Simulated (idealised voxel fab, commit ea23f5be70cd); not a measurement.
The name of this process module is voxel tone inversion.
We display cut, a cross-section 200 nm in width whose square cells are each 5 nm.
Cross-section format: a grid of square cells, given as bands from top to bottom; each band is one or more rows of cells. Quick guide to a band line: top height, bottom height (nm) up front; then every material left to right with its width in nm. Only one material and it's marked "everywhere"? Then it fills the band edge to edge. And "empty" just means empty space. Heads up on the height convention: 0 is the point under which the incoming wafer is all one material, and the lowest band has no bottom, it just keeps going down, like "top 0, no bottom". Width spec "30 to 40" -> top row of cells at first value, bottom row at second value, equal per-row change in between. Where the words "nothing altered" appear for a step, the cross-section shows no cell changed by that step; every cell remained as before. What "Closed void register" gives you is every empty space of 8 cells or more that is cut off from the top. Each appears as width x height at distance, with the distance taken from the left edge and width, height and distance all in nm. Where a step's line continues beyond its settings, the continuation is a remark by the simulator itself on that step. Regarding "overlay nm": on a step with a mask, it is the distance the mask lay to the right of its planned place; a negative value places it to the left.
SET OUT BELOW ARE THE PLANNED STEPS OF THE PROCESS
- 1: RECEIVE with material Si
- 2: CONFORMAL_DEP with material SiN, thk nm 5
- 3: DIRECTIONAL_DEP with material aC, thk nm 25
- 4: PATTERN with tone cover, mask id POSTS, material resist, width nm 25, pitch nm 50, thk nm 35, overlay nm 0
- 5: DIRECTIONAL_ETCH with etch materials aC, depth nm 25
- 6: STRIP with etch materials resist
- 7: FILL_DEP with material SiO2, thk nm 10
- 8: CMP with height nm 30
- 9: STRIP with etch materials aC
- 10: CONFORMAL_DEP with material TiN, thk nm 5
- 11: FILL_DEP with material Cu, thk nm 5
- 12: CMP with height nm 30
- 13: CONFORMAL_DEP with material SiN, thk nm 5
Across this set of wafers, the varied parameter is the thk nm of step 13. Starting conditions are identical for every wafer, and the plan reports the value assigned to the first wafer.
CROSS-SECTION OF THE FIRST OF SEVERAL RECEIVED WAFERS, SHOWING ITS STATE AFTER STEP 1
top 0, no bottom  Si everywhere
Closed void register: none
GAINED (+) OR LOST (-) CELLS OF EACH MATERIAL SINCE RECEIPT, THEN CLOSED VOIDS: ONE ROW PER WAFER, AT THE END OF THE MODULE
thk nm 5, +24 Cu, +80 SiN, +150 SiO2, +26 TiN, Closed void register: none
thk nm 10, +24 Cu, +120 SiN, +150 SiO2, +26 TiN, Closed void register: none
thk nm 15, +24 Cu, +160 SiN, +150 SiO2, +26 TiN, Closed void register: none
thk nm 20, +24 Cu, +200 SiN, +150 SiO2, +26 TiN, Closed void register: none
